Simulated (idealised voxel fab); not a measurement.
process module | voxel local oxidation
cross-section cut | 250 nm wide | cells 5 nm
A cross-section is a grid of square cells, given in bands from the top down. A band is one or more rows of cells.
Each band's line starts with the height of the band's top and of its bottom, in nm. Then come its materials from left to right, each with its width in nm. One material with "throughout" fills the band from edge to edge. "air" is empty space.
Height 0 is the level under which the wafer as received is all one material. The lowest band goes on downwards, as in "0 down".
A width such as "30 to 40" changes by the same amount from each row of cells to the next, from the band's top row to its bottom row.
"no change" after a step means that no cell of the cross-section changed.
closed voids: empty space of 8 cells or more with no open way to the top, each as width x height at its distance from the left edge, in nm
after a step's settings: what the simulator itself notes on the step
overlay nm, on a step with a mask: how far to the right of its planned place the mask lay; to the left if negative
plan
1 op RECEIVE | material Si
2 op CONFORMAL_DEP | material SiO2 | thk nm 5
3 op CONFORMAL_DEP | material SiN | thk nm 15
4 op DIRECTIONAL_DEP | material aC | thk nm 15
5 op PATTERN | tone cover | mask id ACTIVE | material resist | width nm 125 | thk nm 35 | overlay nm 0
6 op DIRECTIONAL_ETCH | etch materials aC | depth nm 15
7 op STRIP | etch materials resist
8 op DIRECTIONAL_ETCH | etch materials SiN | depth nm 15
9 op STRIP | etch materials aC
10 op SELECTIVE_ETCH | etch materials SiO2 | depth nm 5
11 op OXIDIZE | depth nm 15
12 op STRIP | etch materials SiN
as received, after step 1
  0 down: Si throughout
  closed voids: none
a wafer at the end: this start, this plan, one mistake
  5 to 0: SiO2 55 | air 135 | SiO2 60
  0 to -15: Si 40 | SiO2 165 | Si 45
  -15 down: Si throughout
  closed voids: none
what went wrong: step 5 ran as: op PATTERN | tone open | mask id ACTIVE | material resist | width nm 125 | thk nm 35 | overlay nm 0
